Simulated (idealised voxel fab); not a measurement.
Process module under the name voxel gate over fins
The cross-section on display is named cut; it measures 205 nm wide, and its cells are 5 nm squares.
A cross-section is a grid of square cells, given in bands from the top down. A band is one or more rows of cells. For a band, the entry starts with two heights in nm, that of the top and then that of the bottom, and carries on with the band's materials in order from left to right, each alongside its width in nm; the word "everywhere" beside a single material means it fills the band edge to edge, and "blank" means empty space. Beneath 0, the wafer as received is one material, and that level is where height counting begins. The lowest band goes on downward without a bottom; it is written like "0..down". A two-number width, for instance "30 to 40", indicates that the width is equal to the first number in the top row of the band and to the second number in the bottom row, and that it changes by a constant amount per row of cells. "nothing was modified" (step): cross-section cells unchanged, all of them. The entry titled "Sealed-off cavities" provides the empty spaces that have no open way to the top, restricted to those of 8 cells or more. Each is presented as width x height at distance, the distance being measured from the left edge, with all three in nm. It should be noted that, on the line of a given step, the content following the step's settings is a remark produced by the simulator itself with respect to that step. Among the settings permitted on a step's line is "overlay nm"; applied to a step with a mask, it specifies the extent to which the mask lay to the right of its planned position, whereas a negative figure signifies a position to the left.
Process steps foreseen in the plan
1 RECEIVE with material Si
2 CONFORMAL_DEP with material SiN, thk nm 10
3 PATTERN with tone cover, mask id FINS, material resist, width nm 15, pitch nm 45, thk nm 20, overlay nm 0
4 DIRECTIONAL_ETCH with etch materials SiN, depth nm 10
5 DIRECTIONAL_ETCH with etch materials Si, depth nm 35
6 STRIP with etch materials resist
7 FILL_DEP with material SiO2, thk nm 10
8 CMP with height nm 10
9 SELECTIVE_ETCH with etch materials SiO2, depth nm 20
10 STRIP with etch materials SiN
11 CONFORMAL_DEP with material HfO2, thk nm 5
12 CONFORMAL_DEP with material TiN, thk nm 5
13 FILL_DEP with material W, thk nm 15
14 CMP with height nm 20
15 CONFORMAL_DEP with material SiCN, thk nm 10
So, the first of our two wafers, run just as we planned it
Cross-section of the wafer at receipt, which is the condition after step 1
- 0..down | Si everywhere
- Sealed-off cavities: none
Cross-section of the wafer after step 2
- 10..0 | SiN everywhere
- No changes below 0.
Cross-section of the wafer after step 3
- 30..10 | blank: 25 / resist: 15 / blank: 30 / resist: 15 / blank: 30 / resist: 15 / blank: 30 / resist: 15 / blank: 30
- No changes below 10.
Cross-section of the wafer after step 4
- 30..10 | blank: 25 / resist: 15 / blank: 30 / resist: 15 / blank: 30 / resist: 15 / blank: 30 / resist: 15 / blank: 30
- 10..0 | blank: 25 / SiN: 15 / blank: 30 / SiN: 15 / blank: 30 / SiN: 15 / blank: 30 / SiN: 15 / blank: 30
- No changes below 0.
Cross-section of the wafer after step 5
- 30..10 | blank: 25 / resist: 15 / blank: 30 / resist: 15 / blank: 30 / resist: 15 / blank: 30 / resist: 15 / blank: 30
- 10..0 | blank: 25 / SiN: 15 / blank: 30 / SiN: 15 / blank: 30 / SiN: 15 / blank: 30 / SiN: 15 / blank: 30
- 0..-35 | blank: 25 / Si: 15 / blank: 30 / Si: 15 / blank: 30 / Si: 15 / blank: 30 / Si: 15 / blank: 30
- No changes below -35.
Cross-section of the wafer after step 6
- 10..0 | blank: 25 / SiN: 15 / blank: 30 / SiN: 15 / blank: 30 / SiN: 15 / blank: 30 / SiN: 15 / blank: 30
- No changes below 0.
Cross-section of the wafer after step 7
- 20..10 | SiO2 everywhere
- 10..0 | SiO2: 25 / SiN: 15 / SiO2: 30 / SiN: 15 / SiO2: 30 / SiN: 15 / SiO2: 30 / SiN: 15 / SiO2: 30
- 0..-35 | SiO2: 25 / Si: 15 / SiO2: 30 / Si: 15 / SiO2: 30 / Si: 15 / SiO2: 30 / Si: 15 / SiO2: 30
- No changes below -35.
Cross-section of the wafer after step 8
- 10..0 | SiO2: 25 / SiN: 15 / SiO2: 30 / SiN: 15 / SiO2: 30 / SiN: 15 / SiO2: 30 / SiN: 15 / SiO2: 30
- No changes below 0.
Cross-section of the wafer after step 9
- 10..0 | blank: 25 / SiN: 15 / blank: 30 / SiN: 15 / blank: 30 / SiN: 15 / blank: 30 / SiN: 15 / blank: 30
- 0..-10 | blank: 25 / Si: 15 / blank: 30 / Si: 15 / blank: 30 / Si: 15 / blank: 30 / Si: 15 / blank: 30
- No changes below -10.
Cross-section of the wafer after step 10
- 0..-10 | blank: 25 / Si: 15 / blank: 30 / Si: 15 / blank: 30 / Si: 15 / blank: 30 / Si: 15 / blank: 30
- No changes below -10.
Cross-section of the wafer after step 11
- 5..0 | blank: 20 / HfO2: 25 / blank: 20 / HfO2: 25 / blank: 20 / HfO2: 25 / blank: 20 / HfO2: 25 / blank: 25
- 0..-5 | blank: 20 / HfO2: 5 / Si: 15 / HfO2: 5 / blank: 20 / HfO2: 5 / Si: 15 / HfO2: 5 / blank: 20 / HfO2: 5 / Si: 15 / HfO2: 5 / blank: 20 / HfO2: 5 / Si: 15 / HfO2: 5 / blank: 25
- -5..-10 | HfO2: 25 / Si: 15 / HfO2: 30 / Si: 15 / HfO2: 30 / Si: 15 / HfO2: 30 / Si: 15 / HfO2: 30
- No changes below -10.
Cross-section of the wafer after step 12
- 10..5 | blank: 15 / TiN: 35 / blank: 10 / TiN: 35 / blank: 10 / TiN: 35 / blank: 10 / TiN: 35 / blank: 20
- 5..0 | blank: 15 / TiN: 5 / HfO2: 25 / TiN: 5 / blank: 10 / TiN: 5 / HfO2: 25 / TiN: 5 / blank: 10 / TiN: 5 / HfO2: 25 / TiN: 5 / blank: 10 / TiN: 5 / HfO2: 25 / TiN: 5 / blank: 20
- 0..-5 | TiN: 20 / HfO2: 5 / Si: 15 / HfO2: 5 / TiN: 20 / HfO2: 5 / Si: 15 / HfO2: 5 / TiN: 20 / HfO2: 5 / Si: 15 / HfO2: 5 / TiN: 20 / HfO2: 5 / Si: 15 / HfO2: 5 / TiN: 25
- No changes below -5.
Cross-section of the wafer after step 13
- 25..10 | W everywhere
- 10..5 | W: 15 / TiN: 35 / W: 10 / TiN: 35 / W: 10 / TiN: 35 / W: 10 / TiN: 35 / W: 20
- 5..0 | W: 15 / TiN: 5 / HfO2: 25 / TiN: 5 / W: 10 / TiN: 5 / HfO2: 25 / TiN: 5 / W: 10 / TiN: 5 / HfO2: 25 / TiN: 5 / W: 10 / TiN: 5 / HfO2: 25 / TiN: 5 / W: 20
- No changes below 0.
Cross-section of the wafer after step 14
- 20..10 | W everywhere
- No changes below 10.
Cross-section of the wafer after step 15
- 30..20 | SiCN everywhere
- No changes below 20.
The remaining wafer, second of the two, started like the first and was run to the same plan, except that one mistake was made along the way; the two coincide through step 2, inclusive
X-section, second wafer, when step 3 was due to finish
- 30..10 | blank: 30 / resist: 15 / blank: 30 / resist: 15 / blank: 30 / resist: 15 / blank: 30 / resist: 15 / blank: 25
- No changes below 10.
X-section, second wafer, when step 4 was due to finish
- 30..10 | blank: 30 / resist: 15 / blank: 30 / resist: 15 / blank: 30 / resist: 15 / blank: 30 / resist: 15 / blank: 25
- 10..0 | blank: 30 / SiN: 15 / blank: 30 / SiN: 15 / blank: 30 / SiN: 15 / blank: 30 / SiN: 15 / blank: 25
- No changes below 0.
X-section, second wafer, when step 5 was due to finish
- 30..10 | blank: 30 / resist: 15 / blank: 30 / resist: 15 / blank: 30 / resist: 15 / blank: 30 / resist: 15 / blank: 25
- 10..0 | blank: 30 / SiN: 15 / blank: 30 / SiN: 15 / blank: 30 / SiN: 15 / blank: 30 / SiN: 15 / blank: 25
- 0..-35 | blank: 30 / Si: 15 / blank: 30 / Si: 15 / blank: 30 / Si: 15 / blank: 30 / Si: 15 / blank: 25
- No changes below -35.
X-section, second wafer, when step 6 was due to finish
- 10..0 | blank: 30 / SiN: 15 / blank: 30 / SiN: 15 / blank: 30 / SiN: 15 / blank: 30 / SiN: 15 / blank: 25
- No changes below 0.
X-section, second wafer, when step 7 was due to finish
- 20..10 | SiO2 everywhere
- 10..0 | SiO2: 30 / SiN: 15 / SiO2: 30 / SiN: 15 / SiO2: 30 / SiN: 15 / SiO2: 30 / SiN: 15 / SiO2: 25
- 0..-35 | SiO2: 30 / Si: 15 / SiO2: 30 / Si: 15 / SiO2: 30 / Si: 15 / SiO2: 30 / Si: 15 / SiO2: 25
- No changes below -35.
X-section, second wafer, when step 8 was due to finish
- 10..0 | SiO2: 30 / SiN: 15 / SiO2: 30 / SiN: 15 / SiO2: 30 / SiN: 15 / SiO2: 30 / SiN: 15 / SiO2: 25
- No changes below 0.
X-section, second wafer, when step 9 was due to finish
- 10..0 | blank: 30 / SiN: 15 / blank: 30 / SiN: 15 / blank: 30 / SiN: 15 / blank: 30 / SiN: 15 / blank: 25
- 0..-10 | blank: 30 / Si: 15 / blank: 30 / Si: 15 / blank: 30 / Si: 15 / blank: 30 / Si: 15 / blank: 25
- No changes below -10.
X-section, second wafer, when step 10 was due to finish
- 0..-10 | blank: 30 / Si: 15 / blank: 30 / Si: 15 / blank: 30 / Si: 15 / blank: 30 / Si: 15 / blank: 25
- No changes below -10.
X-section, second wafer, when step 11 was due to finish
- 5..0 | blank: 25 / HfO2: 25 / blank: 20 / HfO2: 25 / blank: 20 / HfO2: 25 / blank: 20 / HfO2: 25 / blank: 20
- 0..-5 | blank: 25 / HfO2: 5 / Si: 15 / HfO2: 5 / blank: 20 / HfO2: 5 / Si: 15 / HfO2: 5 / blank: 20 / HfO2: 5 / Si: 15 / HfO2: 5 / blank: 20 / HfO2: 5 / Si: 15 / HfO2: 5 / blank: 20
- -5..-10 | HfO2: 30 / Si: 15 / HfO2: 30 / Si: 15 / HfO2: 30 / Si: 15 / HfO2: 30 / Si: 15 / HfO2: 25
- No changes below -10.
X-section, second wafer, when step 12 was due to finish
- 10..5 | blank: 20 / TiN: 35 / blank: 10 / TiN: 35 / blank: 10 / TiN: 35 / blank: 10 / TiN: 35 / blank: 15
- 5..0 | blank: 20 / TiN: 5 / HfO2: 25 / TiN: 5 / blank: 10 / TiN: 5 / HfO2: 25 / TiN: 5 / blank: 10 / TiN: 5 / HfO2: 25 / TiN: 5 / blank: 10 / TiN: 5 / HfO2: 25 / TiN: 5 / blank: 15
- 0..-5 | TiN: 25 / HfO2: 5 / Si: 15 / HfO2: 5 / TiN: 20 / HfO2: 5 / Si: 15 / HfO2: 5 / TiN: 20 / HfO2: 5 / Si: 15 / HfO2: 5 / TiN: 20 / HfO2: 5 / Si: 15 / HfO2: 5 / TiN: 20
- No changes below -5.
X-section, second wafer, when step 13 was due to finish
- 25..10 | W everywhere
- 10..5 | W: 20 / TiN: 35 / W: 10 / TiN: 35 / W: 10 / TiN: 35 / W: 10 / TiN: 35 / W: 15
- 5..0 | W: 20 / TiN: 5 / HfO2: 25 / TiN: 5 / W: 10 / TiN: 5 / HfO2: 25 / TiN: 5 / W: 10 / TiN: 5 / HfO2: 25 / TiN: 5 / W: 10 / TiN: 5 / HfO2: 25 / TiN: 5 / W: 15
- No changes below 0.
X-section, second wafer, when step 14 was due to finish
- 20..10 | W everywhere
- No changes below 10.
X-section, second wafer, when step 15 was due to finish
- 30..20 | SiCN everywhere
- No changes below 20.
In executing the process, a mistake was made relative to the plan: step 3 deviated from plan and actually ran as PATTERN with tone cover, mask id FINS, material resist, width nm 15, pitch nm 45, thk nm 20, overlay nm 5
At the close, every material occupies the same number of cells on the second wafer as on the first, only in different positions.
